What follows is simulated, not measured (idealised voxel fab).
The document below concerns the process module designated voxel spacer lines.
The cross-section shown here is cut; it is 260 nm wide and divided into square cells measuring 5 nm on a side.
A cross-section in this document is a grid of square cells, and it is written down as bands, the top band listed before the ones below it; a band is made up of one or more rows of cells. Per band: top height and bottom height in nm, followed by the left-to-right materials and their widths in nm; "all across" marks a single material spanning edge to edge, "empty" marks empty space. Heads up on the height convention: 0 is the point under which the incoming wafer is all one material, and the lowest band has no bottom, it just keeps going down, like "top 0, no bottom". A width given as "30->40" starts at the first number in the band's top row and ends at the second number in its bottom row, shifting by an equal amount at every step from row to row. "identical to before", as given for a step, is the statement that not any cell of the cross-section underwent a change during that step. Any empty space of 8 cells or more lacking an open way to the top shows up in "Completely enclosed voids" as width x height at distance, distance from the left edge, in nm. Heads up: the bit after the settings on a step's line is the simulator's remark on that step. A step's line can hold "overlay nm"; with a mask on that step, the setting says how far right of the planned place the mask lay, while a negative setting says it lay to the left.
Plan
1) op RECEIVE | material Si
2) op CONFORMAL_DEP | material Al2O3 | thk nm 10
3) op DIRECTIONAL_DEP | material W | thk nm 10
4) op DIRECTIONAL_DEP | material aC | thk nm 30
5) op PATTERN | tone cover | mask id MANDREL | material resist | width nm 20 | pitch nm 60 | thk nm 40 | overlay nm 0
6) op DIRECTIONAL_ETCH | etch materials aC | depth nm 30
7) op STRIP | etch materials resist
8) op CONFORMAL_DEP | material SiO2 | thk nm 10
9) op DIRECTIONAL_ETCH | etch materials SiO2 | depth nm 10
10) op STRIP | etch materials aC
11) op DIRECTIONAL_ETCH | etch materials W | depth nm 10
12) op STRIP | etch materials SiO2
13) op FILL_DEP | material lowk | thk nm 5
14) op CMP | height nm 20
Step 1 complete: cross-section of the wafer as received
  top 0, no bottom | Si all across
  Completely enclosed voids: none
What the wafer looks like in cross-section after this module, when it starts as shown above and follows the plan above but one mistake is made in running it
  top 20, bottom 10 | lowk: 60  W: 10  lowk: 20  W: 10  lowk: 20  W: 10  lowk: 20  W: 10  lowk: 20  W: 10  lowk: 20  W: 10  lowk: 40
  top 10, bottom 0 | Al2O3 all across
  top 0, no bottom | Si all across
  Completely enclosed voids: none
Where did the run depart from the plan? contrary to plan, step 5 was performed as op PATTERN | tone cover | mask id MANDREL | material resist | width nm 20 | pitch nm 60 | thk nm 40 | overlay nm 10
